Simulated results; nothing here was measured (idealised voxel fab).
This section sets out a process module, namely voxel self aligned vias.
Each square cell in cross-section cut measures 5 nm, and the section as a whole is 190 nm wide.
When this document writes out a cross-section, it uses a grid of square cells and lists it as bands, beginning at the top and moving down, with a band standing for one or more rows of cells.
Band: top and bottom heights (nm) first, top before bottom; then materials from left to right, widths in nm. "throughout" marks a sole material filling the band edge to edge. "blank" denotes empty space.
All heights in this document are referenced to 0, defined as the level beneath which the wafer, as received, consists entirely of one material. The lowest band is not bounded below; it extends indefinitely downward and is written in the form "0 nm and below".
The width entry "30 to 40" should be interpreted row by row: the top row of cells in the band takes the first number, the bottom row takes the second number, and the change between adjacent rows is uniform throughout.
Take "changes: none" at face value: in the step it is given for, the cross-section changed in none of its cells.
"Cavities, closed" contains a list of empty spaces, each no smaller than 8 cells and without an open way to the top, written in the form width x height at distance with the distance from the left edge and all three in nm.
Where a step's line continues beyond its settings, the continuation is a remark by the simulator itself on that step.
overlay nm: how far to the right of its planned place the mask lay on this masked step (negative: to the left).
THIS SECTION LISTS THE PROCESS STEPS THAT WERE PLANNED
step 1: RECEIVE [material Si]
step 2: CONFORMAL_DEP [material SiO2] [thk nm 10]
step 3: CONFORMAL_DEP [material SiCN] [thk nm 5]
step 4: DIRECTIONAL_DEP [material lowk] [thk nm 20]
step 5: PATTERN [tone open] [mask id LINES] [material resist] [width nm 25] [pitch nm 65] [thk nm 20] [overlay nm 0]
step 6: DIRECTIONAL_ETCH [etch materials lowk] [depth nm 20]
step 7: STRIP [etch materials resist]
step 8: CONFORMAL_DEP [material TiN] [thk nm 5]
step 9: FILL_DEP [material Ru] [thk nm 10]
step 10: CMP [height nm 35]
step 11: SELECTIVE_ETCH [etch materials W Ru TiN] [depth nm 5]
step 12: FILL_DEP [material SiN] [thk nm 5]
step 13: CMP [height nm 35]
step 14: DIRECTIONAL_DEP [material lowk] [thk nm 20]
step 15: MASKED_ETCH [tone open] [mask id VIAS] [width nm 35] [etch materials lowk] [depth nm 20] [overlay nm 0]
step 16: MASKED_ETCH [tone open] [mask id VIAS] [width nm 35] [etch materials SiN] [depth nm 5] [overlay nm 0]
step 17: CONFORMAL_DEP [material TiN] [thk nm 5]
step 18: FILL_DEP [material Ru] [thk nm 5]
step 19: CMP [height nm 55]
step 20: CONFORMAL_DEP [material SiCN] [thk nm 5]
WAFER AS RECEIVED: CROSS-SECTION FOLLOWING STEP 1
* 0 nm and below: Si throughout
* Cavities, closed: none
THE FOLLOWING CROSS-SECTION DEPICTS THE WAFER UPON CONCLUSION OF THE MODULE. PROCESSING COMMENCED FROM THE STARTING CONDITION ILLUSTRATED ABOVE AND ADHERED TO THE PLAN ILLUSTRATED ABOVE, SAVE FOR ONE MISTAKE IN EXECUTION
* 60 nm to 55 nm: SiCN throughout
* 55 nm to 35 nm: lowk 45 nm  TiN 5 nm  Ru 25 nm  TiN 5 nm  lowk 110 nm
* 35 nm to 30 nm: lowk 45 nm  TiN 35 nm  lowk 35 nm  SiN 25 nm  lowk 50 nm
* 30 nm to 20 nm: lowk 45 nm  TiN 10 nm  Ru 15 nm  TiN 10 nm  lowk 35 nm  TiN 5 nm  Ru 15 nm  TiN 5 nm  lowk 50 nm
* 20 nm to 15 nm: lowk 45 nm  TiN 35 nm  lowk 35 nm  TiN 25 nm  lowk 50 nm
* 15 nm to 10 nm: SiCN throughout
* 10 nm to 0 nm: SiO2 throughout
* 0 nm and below: Si throughout
* Cavities, closed: none
The plan and the run diverged here: it should be noted that step 15 of the plan was executed twice
